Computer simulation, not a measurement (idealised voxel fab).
Documented hereafter: the process module known as voxel plated lines.
Cross-section cut spans 155 nm and uses square cells 5 nm in size.
Square cells in a grid make up a cross-section in this document, and the grid is given as bands, listed from the top down, each one or more rows of cells. Top height, bottom height, nm. Materials left to right, width each, nm. Single material + "everywhere" = fills band edge to edge. "blank" = empty. Beneath 0, the wafer as received is one material, and that level is where height counting begins. The lowest band goes on downward without a bottom; it is written like "z 0 and below". When a width is written as two numbers, as in "30 to 40", the first number is the width in the top row of cells of the band and the second is the width in its bottom row, and the width changes by the same amount from each row to the next. "no change occurred", as given for a step, is the statement that not any cell of the cross-section underwent a change during that step. Under "Enclosed void listing" you'll find the enclosed gaps, the ones with no way out to the top, that are 8 cells or bigger; each reads width x height at distance, with distance counted from the left edge, everything in nm. On a step's line, text after the settings is the simulator commenting on that step. The "overlay nm" setting may appear on a step's line; for a step that uses a mask, it gives how far to the right of its planned position the mask lay, and a negative value indicates the left.

**Set out below are the planned steps of the process**
step 1: RECEIVE [material Si]
step 2: CONFORMAL_DEP [material SiO2] [thk nm 15]
step 3: DIRECTIONAL_DEP [material TiN] [thk nm 5]
step 4: PATTERN [tone open] [mask id LINES] [material resist] [width nm 15] [pitch nm 45] [thk nm 35] [overlay nm 0]
step 5: EPI [material Ru] [thk nm 10]
step 6: EPI [material Ru] [thk nm 5]
step 7: EPI [material Ru] [thk nm 10]
step 8: STRIP [etch materials resist]
step 9: DIRECTIONAL_ETCH [etch materials TiN] [depth nm 5]
step 10: CONFORMAL_DEP [material SiCN] [thk nm 5]
Same starting wafers, different width nm at step 4. Plan value belongs to the first wafer.

**Incoming state of the first of several wafers in cross-section: after step 1**
* z 0 and below  Si everywhere
* Enclosed void listing: none

**Below is a per-wafer table. In it, each row describes the wafer at the end of the module by giving, for each material, the number of cells gained (+) or lost (-) since the wafer was received, and after that the closed voids of the wafer**
width nm 15; +30 Ru; +55 SiCN; +93 SiO2; +6 TiN; Enclosed void listing: none
width nm 20; +40 Ru; +55 SiCN; +93 SiO2; +8 TiN; Enclosed void listing: none
width nm 25; +50 Ru; +55 SiCN; +93 SiO2; +10 TiN; Enclosed void listing: none
width nm 30; +60 Ru; +55 SiCN; +93 SiO2; +12 TiN; Enclosed void listing: none
